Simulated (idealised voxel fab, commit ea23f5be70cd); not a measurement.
voxel capacitor over wiring: a process module
The figure presents cross-section cut, which has a width of 165 nm and is divided into square cells with an edge length of 5 nm.
Cross-section format: a grid of square cells, given as bands from top to bottom; each band is one or more rows of cells. Band: top height; bottom height; in nm. Then, left to right: material with width in nm, for each material. "throughout": a single material spanning edge to edge. "air": empty space. Heights from 0 (as-received wafer is one material below). Bottom band endless downward, as "0 nm and below". Read "30..40" as a graded width: first number on top, second number at the bottom, same change between each pair of neighbouring rows. "nothing changed" means the step left every cell of the cross-section as it was. The entry "Enclosed void catalog" lists the empty spaces that cover at least 8 cells and have no open path to the top. Each is written as width x height at distance, where the distance is measured from the left edge and all three values are in nm. On each step's line, the part that comes after the settings is the simulator's own comment on the step. overlay nm: right-of-plan distance of the mask on a masked step; negative values mean left-of-plan.

[Planned step list for the process]
1,RECEIVE: material Si
2,CONFORMAL_DEP: material SiO2, thk nm 10
3,DIRECTIONAL_DEP: material TiN, thk nm 5
4,DIRECTIONAL_DEP: material W, thk nm 15
5,PATTERN: tone cover, mask id METAL_1, material resist, width nm 30, pitch nm 85, thk nm 15, overlay nm 0
6,DIRECTIONAL_ETCH: etch materials W, depth nm 15
7,DIRECTIONAL_ETCH: etch materials TiN, depth nm 5
8,STRIP: etch materials resist
9,FILL_DEP: material SiO2, thk nm 5
10,CMP: height nm 30
11,CONFORMAL_DEP: material SiCN, thk nm 5
12,DIRECTIONAL_DEP: material SiO2, thk nm 10
13,MASKED_ETCH: tone open, mask id PLUG_1, width nm 15, etch materials SiO2, depth nm 10, overlay nm 0
14,MASKED_ETCH: tone open, mask id PLUG_1, width nm 15, etch materials SiCN, depth nm 5, overlay nm 0
15,EPI: material Ru, thk nm 10
16,EPI: material Ru, thk nm 5
17,DIRECTIONAL_DEP: material TiN, thk nm 5
18,DIRECTIONAL_DEP: material SiN, thk nm 5
19,DIRECTIONAL_DEP: material TiN, thk nm 5
20,MASKED_ETCH: tone cover, mask id UPPER_PLATE, width nm 60, etch materials TiN, depth nm 5, overlay nm 0
21,MASKED_ETCH: tone cover, mask id UPPER_PLATE, width nm 60, etch materials SiN, depth nm 5, overlay nm 0
22,MASKED_ETCH: tone cover, mask id LOWER_PLATE, width nm 70, etch materials TiN, depth nm 5, overlay nm 0
23,FILL_DEP: material SiO2, thk nm 20
24,CMP: height nm 75
25,PATTERN: tone open, mask id PLUG_2, material resist, width nm 15, thk nm 20, overlay nm 0
26,DIRECTIONAL_ETCH: etch materials SiO2, depth nm 15
27,STRIP: etch materials resist
28,CONFORMAL_DEP: material TiN, thk nm 5
29,FILL_DEP: material W, thk nm 5
30,CMP: height nm 75
31,CONFORMAL_DEP: material SiN, thk nm 5

[Below: the first of two wafers, run as planned]

[Cross-section, incoming material, after step 1]
    0 nm and below | Si throughout
    Enclosed void catalog: none

[You're looking at a cross-section of the wafer after step 2]
    10 nm to 0 nm | SiO2 throughout
    Below 0, the layers are the same as they were.

[You're looking at a cross-section of the wafer after step 3]
    15 nm to 10 nm | TiN throughout
    Below 10, the layers are the same as they were.

[You're looking at a cross-section of the wafer after step 4]
    30 nm to 15 nm | W throughout
    Below 15, the layers are the same as they were.

[You're looking at a cross-section of the wafer after step 5]
    45 nm to 30 nm | air 25 nm; resist 30 nm; air 55 nm; resist 30 nm; air 25 nm
    Below 30, the layers are the same as they were.

[You're looking at a cross-section of the wafer after step 6]
    45 nm to 30 nm | air 25 nm; resist 30 nm; air 55 nm; resist 30 nm; air 25 nm
    30 nm to 15 nm | air 25 nm; W 30 nm; air 55 nm; W 30 nm; air 25 nm
    Below 15, the layers are the same as they were.

[You're looking at a cross-section of the wafer after step 7]
    45 nm to 30 nm | air 25 nm; resist 30 nm; air 55 nm; resist 30 nm; air 25 nm
    30 nm to 15 nm | air 25 nm; W 30 nm; air 55 nm; W 30 nm; air 25 nm
    15 nm to 10 nm | air 25 nm; TiN 30 nm; air 55 nm; TiN 30 nm; air 25 nm
    Below 10, the layers are the same as they were.

[You're looking at a cross-section of the wafer after step 8]
    30 nm to 15 nm | air 25 nm; W 30 nm; air 55 nm; W 30 nm; air 25 nm
    Below 15, the layers are the same as they were.

[You're looking at a cross-section of the wafer after step 9]
    35 nm to 30 nm | SiO2 throughout
    30 nm to 15 nm | SiO2 25 nm; W 30 nm; SiO2 55 nm; W 30 nm; SiO2 25 nm
    15 nm to 10 nm | SiO2 25 nm; TiN 30 nm; SiO2 55 nm; TiN 30 nm; SiO2 25 nm
    Below 10, the layers are the same as they were.

[You're looking at a cross-section of the wafer after step 10]
    30 nm to 15 nm | SiO2 25 nm; W 30 nm; SiO2 55 nm; W 30 nm; SiO2 25 nm
    Below 15, the layers are the same as they were.

[You're looking at a cross-section of the wafer after step 11]
    35 nm to 30 nm | SiCN throughout
    Below 30, the layers are the same as they were.

[You're looking at a cross-section of the wafer after step 12]
    45 nm to 35 nm | SiO2 throughout
    Below 35, the layers are the same as they were.

[You're looking at a cross-section of the wafer after step 13]
    45 nm to 35 nm | SiO2 40 nm; air 15 nm; SiO2 110 nm
    Below 35, the layers are the same as they were.

[You're looking at a cross-section of the wafer after step 14]
    45 nm to 35 nm | SiO2 40 nm; air 15 nm; SiO2 110 nm
    35 nm to 30 nm | SiCN 40 nm; air 15 nm; SiCN 110 nm
    Below 30, the layers are the same as they were.

[You're looking at a cross-section of the wafer after step 15]
    45 nm to 40 nm | SiO2 40 nm; air 15 nm; SiO2 110 nm
    40 nm to 35 nm | SiO2 40 nm; Ru 15 nm; SiO2 110 nm
    35 nm to 30 nm | SiCN 40 nm; Ru 15 nm; SiCN 110 nm
    Below 30, the layers are the same as they were.

[You're looking at a cross-section of the wafer after step 16]
    45 nm to 35 nm | SiO2 40 nm; Ru 15 nm; SiO2 110 nm
    Below 35, the layers are the same as they were.

[You're looking at a cross-section of the wafer after step 17]
    50 nm to 45 nm | TiN throughout
    Below 45, the layers are the same as they were.

[You're looking at a cross-section of the wafer after step 18]
    55 nm to 50 nm | SiN throughout
    Below 50, the layers are the same as they were.

[You're looking at a cross-section of the wafer after step 19]
    60 nm to 55 nm | TiN throughout
    Below 55, the layers are the same as they were.

[You're looking at a cross-section of the wafer after step 20]
    60 nm to 55 nm | air 40 nm; TiN 60 nm; air 65 nm
    Below 55, the layers are the same as they were.

[You're looking at a cross-section of the wafer after step 21]
    60 nm to 55 nm | air 40 nm; TiN 60 nm; air 65 nm
    55 nm to 50 nm | air 40 nm; SiN 60 nm; air 65 nm
    Below 50, the layers are the same as they were.

[You're looking at a cross-section of the wafer after step 22]
    60 nm to 55 nm | air 40 nm; TiN 60 nm; air 65 nm
    55 nm to 50 nm | air 40 nm; SiN 60 nm; air 65 nm
    50 nm to 45 nm | air 35 nm; TiN 70 nm; air 60 nm
    Below 45, the layers are the same as they were.

[You're looking at a cross-section of the wafer after step 23]
    80 nm to 60 nm | SiO2 throughout
    60 nm to 55 nm | SiO2 40 nm; TiN 60 nm; SiO2 65 nm
    55 nm to 50 nm | SiO2 40 nm; SiN 60 nm; SiO2 65 nm
    50 nm to 45 nm | SiO2 35 nm; TiN 70 nm; SiO2 60 nm
    Below 45, the layers are the same as they were.

[You're looking at a cross-section of the wafer after step 24]
    75 nm to 60 nm | SiO2 throughout
    Below 60, the layers are the same as they were.

[You're looking at a cross-section of the wafer after step 25]
    95 nm to 75 nm | resist 50 nm; air 15 nm; resist 100 nm
    Below 75, the layers are the same as they were.

[You're looking at a cross-section of the wafer after step 26]
    95 nm to 75 nm | resist 50 nm; air 15 nm; resist 100 nm
    75 nm to 60 nm | SiO2 50 nm; air 15 nm; SiO2 100 nm
    Below 60, the layers are the same as they were.

[You're looking at a cross-section of the wafer after step 27]
    75 nm to 60 nm | SiO2 50 nm; air 15 nm; SiO2 100 nm
    Below 60, the layers are the same as they were.

[You're looking at a cross-section of the wafer after step 28]
    80 nm to 75 nm | TiN 55 nm; air 5 nm; TiN 105 nm
    75 nm to 65 nm | SiO2 50 nm; TiN 5 nm; air 5 nm; TiN 5 nm; SiO2 100 nm
    65 nm to 55 nm | SiO2 50..40 nm; TiN 15..60 nm; SiO2 100..65 nm
    Below 55, the layers are the same as they were.

[You're looking at a cross-section of the wafer after step 29]
    85 nm to 80 nm | W throughout
    80 nm to 75 nm | TiN 55 nm; W 5 nm; TiN 105 nm
    75 nm to 65 nm | SiO2 50 nm; TiN 5 nm; W 5 nm; TiN 5 nm; SiO2 100 nm
    Below 65, the layers are the same as they were.

[You're looking at a cross-section of the wafer after step 30]
    75 nm to 65 nm | SiO2 50 nm; TiN 5 nm; W 5 nm; TiN 5 nm; SiO2 100 nm
    Below 65, the layers are the same as they were.

[You're looking at a cross-section of the wafer after step 31]
    80 nm to 75 nm | SiN throughout
    Below 75, the layers are the same as they were.

[Wafer two of the pair: same origin, same plan, one error during the run; identical to wafer one up to and including step 12]

[Second wafer: cross-section at the scheduled end of step 13]
    45 nm to 35 nm | SiO2 50 nm; air 15 nm; SiO2 100 nm
    Below 35, the layers are the same as they were.

[Second wafer: cross-section at the scheduled end of step 14]
    45 nm to 35 nm | SiO2 50 nm; air 15 nm; SiO2 100 nm
    35 nm to 30 nm | SiCN 50 nm; air 5 nm; SiCN 110 nm
    Below 30, the layers are the same as they were.

[Second wafer: cross-section at the scheduled end of step 15]
    45 nm to 40 nm | SiO2 50 nm; air 15 nm; SiO2 100 nm
    40 nm to 35 nm | SiO2 50 nm; Ru 10 nm; air 5 nm; SiO2 100 nm
    35 nm to 30 nm | SiCN 50 nm; Ru 5 nm; SiCN 110 nm
    Below 30, the layers are the same as they were.

[Second wafer: cross-section at the scheduled end of step 16]
    45 nm to 35 nm | SiO2 50 nm; Ru 15 nm; SiO2 100 nm
    Below 35, the layers are the same as they were.

[Second wafer: cross-section at the scheduled end of step 17]
    50 nm to 45 nm | TiN throughout
    Below 45, the layers are the same as they were.

[Second wafer: cross-section at the scheduled end of step 18]
    55 nm to 50 nm | SiN throughout
    Below 50, the layers are the same as they were.

[Second wafer: cross-section at the scheduled end of step 19]
    60 nm to 55 nm | TiN throughout
    Below 55, the layers are the same as they were.

[Second wafer: cross-section at the scheduled end of step 20]
    60 nm to 55 nm | air 40 nm; TiN 60 nm; air 65 nm
    Below 55, the layers are the same as they were.

[Second wafer: cross-section at the scheduled end of step 21]
    60 nm to 55 nm | air 40 nm; TiN 60 nm; air 65 nm
    55 nm to 50 nm | air 40 nm; SiN 60 nm; air 65 nm
    Below 50, the layers are the same as they were.

[Second wafer: cross-section at the scheduled end of step 22]
    60 nm to 55 nm | air 40 nm; TiN 60 nm; air 65 nm
    55 nm to 50 nm | air 40 nm; SiN 60 nm; air 65 nm
    50 nm to 45 nm | air 35 nm; TiN 70 nm; air 60 nm
    Below 45, the layers are the same as they were.

[Second wafer: cross-section at the scheduled end of step 23]
    80 nm to 60 nm | SiO2 throughout
    60 nm to 55 nm | SiO2 40 nm; TiN 60 nm; SiO2 65 nm
    55 nm to 50 nm | SiO2 40 nm; SiN 60 nm; SiO2 65 nm
    50 nm to 45 nm | SiO2 35 nm; TiN 70 nm; SiO2 60 nm
    Below 45, the layers are the same as they were.

[Second wafer: cross-section at the scheduled end of step 24]
    75 nm to 60 nm | SiO2 throughout
    Below 60, the layers are the same as they were.

[Second wafer: cross-section at the scheduled end of step 25]
    95 nm to 75 nm | resist 50 nm; air 15 nm; resist 100 nm
    Below 75, the layers are the same as they were.

[Second wafer: cross-section at the scheduled end of step 26]
    95 nm to 75 nm | resist 50 nm; air 15 nm; resist 100 nm
    75 nm to 60 nm | SiO2 50 nm; air 15 nm; SiO2 100 nm
    Below 60, the layers are the same as they were.

[Second wafer: cross-section at the scheduled end of step 27]
    75 nm to 60 nm | SiO2 50 nm; air 15 nm; SiO2 100 nm
    Below 60, the layers are the same as they were.

[Second wafer: cross-section at the scheduled end of step 28]
    80 nm to 75 nm | TiN 55 nm; air 5 nm; TiN 105 nm
    75 nm to 65 nm | SiO2 50 nm; TiN 5 nm; air 5 nm; TiN 5 nm; SiO2 100 nm
    65 nm to 55 nm | SiO2 50..40 nm; TiN 15..60 nm; SiO2 100..65 nm
    Below 55, the layers are the same as they were.

[Second wafer: cross-section at the scheduled end of step 29]
    85 nm to 80 nm | W throughout
    80 nm to 75 nm | TiN 55 nm; W 5 nm; TiN 105 nm
    75 nm to 65 nm | SiO2 50 nm; TiN 5 nm; W 5 nm; TiN 5 nm; SiO2 100 nm
    Below 65, the layers are the same as they were.

[Second wafer: cross-section at the scheduled end of step 30]
    75 nm to 65 nm | SiO2 50 nm; TiN 5 nm; W 5 nm; TiN 5 nm; SiO2 100 nm
    Below 65, the layers are the same as they were.

[Second wafer: cross-section at the scheduled end of step 31]
    80 nm to 75 nm | SiN throughout
    Below 75, the layers are the same as they were.
Short version of what went wrong: step 13 did not use the planned setting and instead ran as MASKED_ETCH: tone open, mask id PLUG_1, width nm 15, etch materials SiO2, depth nm 10, overlay nm 10
At the finish, the second wafer shows more or fewer cells for some materials than the first does: Ru -2 | SiCN +2
